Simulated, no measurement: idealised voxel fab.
Module name: voxel ribs on slabs (process module)
Xsec cut, 225 nm wide, square cell size 5 nm.
A cross-section in this document is a grid of square cells, and it is written down as bands, the top band listed before the ones below it; a band is made up of one or more rows of cells.
Heights first: top, then bottom, in nm. Then materials, left to right, each with a width in nm. "all across" on a single material: fills the band edge to edge. "blank": empty space.
Basically, 0 is our baseline, since under it the wafer straight out of the box is all one material. The bottom band has no lower end and keeps on going down, so it looks like "top 0, no bottom".
Top row gets the first number, bottom row gets the second, and each row in between changes by the same step: that is how a band width like "30..40" works.
No cell of the cross-section changed in a step that is given as "same as before".
In "Enclosed cavity list" the enclosed voids are listed, meaning empty spaces of 8 cells or larger without any opening to the top. The form is width x height at distance, distance from the left edge, units nm.
Note: text after step settings on the step line = simulator remark on that step.
overlay nm: on a step with a mask, how far right of its planned place the mask lay; negative means left.
[Process steps - plan]
1,RECEIVE with material Si
2,DIRECTIONAL_DEP with material SiO2, thk nm 30
3,DIRECTIONAL_DEP with material SiN, thk nm 25
4,PATTERN with tone cover, mask id RIB, material resist, width nm 20, thk nm 20, overlay nm 0
5,DIRECTIONAL_ETCH with etch materials SiN, depth nm 10
6,STRIP with etch materials resist
7,MASKED_ETCH with tone cover, mask id SLAB, width nm 80, etch materials SiN, depth nm 15, overlay nm 0
8,FILL_DEP with material SiO2, thk nm 25
9,CMP with height nm 70
10,DIRECTIONAL_DEP with material TiN, thk nm 10
11,PATTERN with tone cover, mask id HEATER, material resist, width nm 30, thk nm 15, overlay nm 0
12,DIRECTIONAL_ETCH with etch materials TiN, depth nm 10
13,STRIP with etch materials resist
14,CONFORMAL_DEP with material SiO2, thk nm 5
[The following pertains to the first of two wafers, which was processed as planned]
[Wafer cross-section on receipt, i.e. after step 1]
> top 0, no bottom  Si all across
> Enclosed cavity list: none
[Presented here is a cross-section of the wafer after step 2 has been performed]
> top 30, bottom 0  SiO2 all across
> Below 0 it's all the same as before, nothing changed down there.
[Presented here is a cross-section of the wafer after step 3 has been performed]
> top 55, bottom 30  SiN all across
> Below 30 it's all the same as before, nothing changed down there.
[Presented here is a cross-section of the wafer after step 4 has been performed]
> top 75, bottom 55  blank 100 nm, then resist 20 nm, then blank 105 nm
> Below 55 it's all the same as before, nothing changed down there.
[Presented here is a cross-section of the wafer after step 5 has been performed]
> top 75, bottom 55  blank 100 nm, then resist 20 nm, then blank 105 nm
> top 55, bottom 45  blank 100 nm, then SiN 20 nm, then blank 105 nm
> Below 45 it's all the same as before, nothing changed down there.
[Presented here is a cross-section of the wafer after step 6 has been performed]
> top 55, bottom 45  blank 100 nm, then SiN 20 nm, then blank 105 nm
> Below 45 it's all the same as before, nothing changed down there.
[Presented here is a cross-section of the wafer after step 7 has been performed]
> top 55, bottom 45  blank 100 nm, then SiN 20 nm, then blank 105 nm
> top 45, bottom 30  blank 70 nm, then SiN 80 nm, then blank 75 nm
> Below 30 it's all the same as before, nothing changed down there.
[Presented here is a cross-section of the wafer after step 8 has been performed]
> top 80, bottom 55  SiO2 all across
> top 55, bottom 45  SiO2 100 nm, then SiN 20 nm, then SiO2 105 nm
> top 45, bottom 30  SiO2 70 nm, then SiN 80 nm, then SiO2 75 nm
> Below 30 it's all the same as before, nothing changed down there.
[Presented here is a cross-section of the wafer after step 9 has been performed]
> top 70, bottom 55  SiO2 all across
> Below 55 it's all the same as before, nothing changed down there.
[Presented here is a cross-section of the wafer after step 10 has been performed]
> top 80, bottom 70  TiN all across
> Below 70 it's all the same as before, nothing changed down there.
[Presented here is a cross-section of the wafer after step 11 has been performed]
> top 95, bottom 80  blank 95 nm, then resist 30 nm, then blank 100 nm
> Below 80 it's all the same as before, nothing changed down there.
[Presented here is a cross-section of the wafer after step 12 has been performed]
> top 95, bottom 80  blank 95 nm, then resist 30 nm, then blank 100 nm
> top 80, bottom 70  blank 95 nm, then TiN 30 nm, then blank 100 nm
> Below 70 it's all the same as before, nothing changed down there.
[Presented here is a cross-section of the wafer after step 13 has been performed]
> top 80, bottom 70  blank 95 nm, then TiN 30 nm, then blank 100 nm
> Below 70 it's all the same as before, nothing changed down there.
[Presented here is a cross-section of the wafer after step 14 has been performed]
> top 85, bottom 80  blank 90 nm, then SiO2 40 nm, then blank 95 nm
> top 80, bottom 75  blank 90 nm, then SiO2 5 nm, then TiN 30 nm, then SiO2 5 nm, then blank 95 nm
> top 75, bottom 70  SiO2 95 nm, then TiN 30 nm, then SiO2 100 nm
> Below 70 it's all the same as before, nothing changed down there.
[second wafer: like start, like plan, one mistake. Through step 1 it matches the first wafer]
[Cross-section of the second wafer at the time step 2 of the plan should have ended]
> top 60, bottom 0  SiO2 all across
> Below 0 it's all the same as before, nothing changed down there.
[Cross-section of the second wafer at the time step 3 of the plan should have ended]
> top 85, bottom 60  SiN all across
> Below 60 it's all the same as before, nothing changed down there.
[Cross-section of the second wafer at the time step 4 of the plan should have ended]
> top 105, bottom 85  blank 100 nm, then resist 20 nm, then blank 105 nm
> Below 85 it's all the same as before, nothing changed down there.
[Cross-section of the second wafer at the time step 5 of the plan should have ended]
> top 105, bottom 85  blank 100 nm, then resist 20 nm, then blank 105 nm
> top 85, bottom 75  blank 100 nm, then SiN 20 nm, then blank 105 nm
> Below 75 it's all the same as before, nothing changed down there.
[Cross-section of the second wafer at the time step 6 of the plan should have ended]
> top 85, bottom 75  blank 100 nm, then SiN 20 nm, then blank 105 nm
> Below 75 it's all the same as before, nothing changed down there.
[Cross-section of the second wafer at the time step 7 of the plan should have ended]
> top 85, bottom 75  blank 100 nm, then SiN 20 nm, then blank 105 nm
> top 75, bottom 60  blank 70 nm, then SiN 80 nm, then blank 75 nm
> Below 60 it's all the same as before, nothing changed down there.
[Cross-section of the second wafer at the time step 8 of the plan should have ended]
> top 110, bottom 85  SiO2 all across
> top 85, bottom 75  SiO2 100 nm, then SiN 20 nm, then SiO2 105 nm
> top 75, bottom 60  SiO2 70 nm, then SiN 80 nm, then SiO2 75 nm
> Below 60 it's all the same as before, nothing changed down there.
[Cross-section of the second wafer at the time step 9 of the plan should have ended]
> top 70, bottom 60  SiO2 70 nm, then SiN 80 nm, then SiO2 75 nm
> Below 60 it's all the same as before, nothing changed down there.
[Cross-section of the second wafer at the time step 10 of the plan should have ended]
> top 80, bottom 70  TiN all across
> Below 70 it's all the same as before, nothing changed down there.
[Cross-section of the second wafer at the time step 11 of the plan should have ended]
> top 95, bottom 80  blank 95 nm, then resist 30 nm, then blank 100 nm
> Below 80 it's all the same as before, nothing changed down there.
[Cross-section of the second wafer at the time step 12 of the plan should have ended]
> top 95, bottom 80  blank 95 nm, then resist 30 nm, then blank 100 nm
> top 80, bottom 70  blank 95 nm, then TiN 30 nm, then blank 100 nm
> Below 70 it's all the same as before, nothing changed down there.
[Cross-section of the second wafer at the time step 13 of the plan should have ended]
> top 80, bottom 70  blank 95 nm, then TiN 30 nm, then blank 100 nm
> Below 70 it's all the same as before, nothing changed down there.
[Cross-section of the second wafer at the time step 14 of the plan should have ended]
> top 85, bottom 80  blank 90 nm, then SiO2 40 nm, then blank 95 nm
> top 80, bottom 75  blank 90 nm, then SiO2 5 nm, then TiN 30 nm, then SiO2 5 nm, then blank 95 nm
> top 75, bottom 70  SiO2 95 nm, then TiN 30 nm, then SiO2 100 nm
> Below 70 it's all the same as before, nothing changed down there.
Deviation noted in wafer processing: it should be noted that step 2 of the plan was executed twice
At the finish, the second wafer shows more or fewer cells for some materials than the first does: -24 SiN | +24 SiO2
